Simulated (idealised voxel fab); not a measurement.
process module | voxel quadruple lines
cross-section cut | 260 nm wide | cells 5 nm
A cross-section is a grid of square cells, given in bands from the top down. A band is one or more rows of cells.
Each band's line starts with the height of the band's top and of its bottom, in nm. Then come its materials from left to right, each with its width in nm. One material with "throughout" fills the band from edge to edge. "air" is empty space.
Height 0 is the level under which the wafer as received is all one material. The lowest band goes on downwards, as in "0 down".
A width such as "30 to 40" changes by the same amount from each row of cells to the next, from the band's top row to its bottom row.
"no change" after a step means that no cell of the cross-section changed.
closed voids: empty space of 8 cells or more with no open way to the top, each as width x height at its distance from the left edge, in nm
after a step's settings: what the simulator itself notes on the step
overlay nm, on a step with a mask: how far to the right of its planned place the mask lay; to the left if negative
plan
1 op RECEIVE | material Si
2 op CONFORMAL_DEP | material SiO2 | thk nm 10
3 op DIRECTIONAL_DEP | material Ru | thk nm 10
4 op DIRECTIONAL_DEP | material polySi | thk nm 20
5 op DIRECTIONAL_DEP | material aC | thk nm 20
6 op PATTERN | tone cover | mask id MANDREL | material resist | width nm 35 | pitch nm 100 | thk nm 30 | overlay nm 0
7 op DIRECTIONAL_ETCH | etch materials aC | depth nm 20
8 op STRIP | etch materials resist
9 op CONFORMAL_DEP | material SiO2 | thk nm 15
10 op DIRECTIONAL_ETCH | etch materials SiO2 | depth nm 15
11 op STRIP | etch materials aC
12 op DIRECTIONAL_ETCH | etch materials polySi | depth nm 20
13 op STRIP | etch materials SiO2
14 op CONFORMAL_DEP | material SiCN | thk nm 10
15 op DIRECTIONAL_ETCH | etch materials SiCN | depth nm 10
16 op STRIP | etch materials polySi
17 op DIRECTIONAL_ETCH | etch materials Ru | depth nm 10
18 op STRIP | etch materials SiCN
19 op FILL_DEP | material lowk | thk nm 5
20 op CMP | height nm 20
as received, after step 1
  0 down: Si throughout
  closed voids: none
a wafer at the end: this start, this plan, one mistake
  20 to 10: lowk 30 | Ru 10 | lowk 15 | Ru 10 | lowk 15 | Ru 10 | lowk 15 | Ru 10 | lowk 15 | Ru 10 | lowk 15 | Ru 10 | lowk 15 | Ru 10 | lowk 15 | Ru 10 | lowk 45
  10 to 0: SiO2 throughout
  0 down: Si throughout
  closed voids: none
what went wrong: step 6 ran as: op PATTERN | tone cover | mask id MANDREL | material resist | width nm 35 | pitch nm 100 | thk nm 30 | overlay nm -5
